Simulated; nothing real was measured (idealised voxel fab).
process module | voxel quadruple lines
cross-section cut | 230 nm wide | cells 5 nm
A cross-section is a grid of square cells, given in bands from the top down. A band is one or more rows of cells.
Each band's line starts with the height of the band's top and of its bottom, in nm. Then come its materials from left to right, each with its width in nm. One material with "throughout" fills the band from edge to edge. "air" is empty space.
Height 0 is the level under which the wafer as received is all one material. The lowest band goes on downwards, as in "0 down".
A width such as "30 to 40" changes by the same amount from each row of cells to the next, from the band's top row to its bottom row.
"no change" after a step means that no cell of the cross-section changed.
closed voids: empty space of 8 cells or more with no open way to the top, each as width x height at its distance from the left edge, in nm
after a step's settings: what the simulator itself notes on the step
overlay nm, on a step with a mask: how far to the right of its planned place the mask lay; to the left if negative
plan
1 op RECEIVE | material Si
2 op CONFORMAL_DEP | material Al2O3 | thk nm 5
3 op DIRECTIONAL_DEP | material W | thk nm 10
4 op DIRECTIONAL_DEP | material polySi | thk nm 15
5 op DIRECTIONAL_DEP | material aC | thk nm 25
6 op PATTERN | tone cover | mask id MANDREL | material resist | width nm 25 | pitch nm 80 | thk nm 35 | overlay nm 0
7 op DIRECTIONAL_ETCH | etch materials aC | depth nm 25
8 op STRIP | etch materials resist
9 op CONFORMAL_DEP | material SiO2 | thk nm 15
10 op DIRECTIONAL_ETCH | etch materials SiO2 | depth nm 15
11 op STRIP | etch materials aC
12 op DIRECTIONAL_ETCH | etch materials polySi | depth nm 15
13 op STRIP | etch materials SiO2
14 op CONFORMAL_DEP | material SiN | thk nm 5
15 op DIRECTIONAL_ETCH | etch materials SiN | depth nm 5
16 op STRIP | etch materials polySi
17 op DIRECTIONAL_ETCH | etch materials W | depth nm 10
18 op STRIP | etch materials SiN
19 op FILL_DEP | material lowk | thk nm 5
20 op CMP | height nm 15
as received, after step 1
  0 down: Si throughout
  closed voids: none
a wafer at the end: this start, this plan, one mistake
  15 to 5: lowk 40 | W 5 | lowk 15 | W 5 | lowk 15 | W 5 | lowk 15 | W 5 | lowk 15 | W 5 | lowk 15 | W 5 | lowk 15 | W 5 | lowk 15 | W 5 | lowk 45
  5 to 0: SiO2 throughout
  0 down: Si throughout
  closed voids: none
what went wrong: step 2 ran as: op CONFORMAL_DEP | material SiO2 | thk nm 5
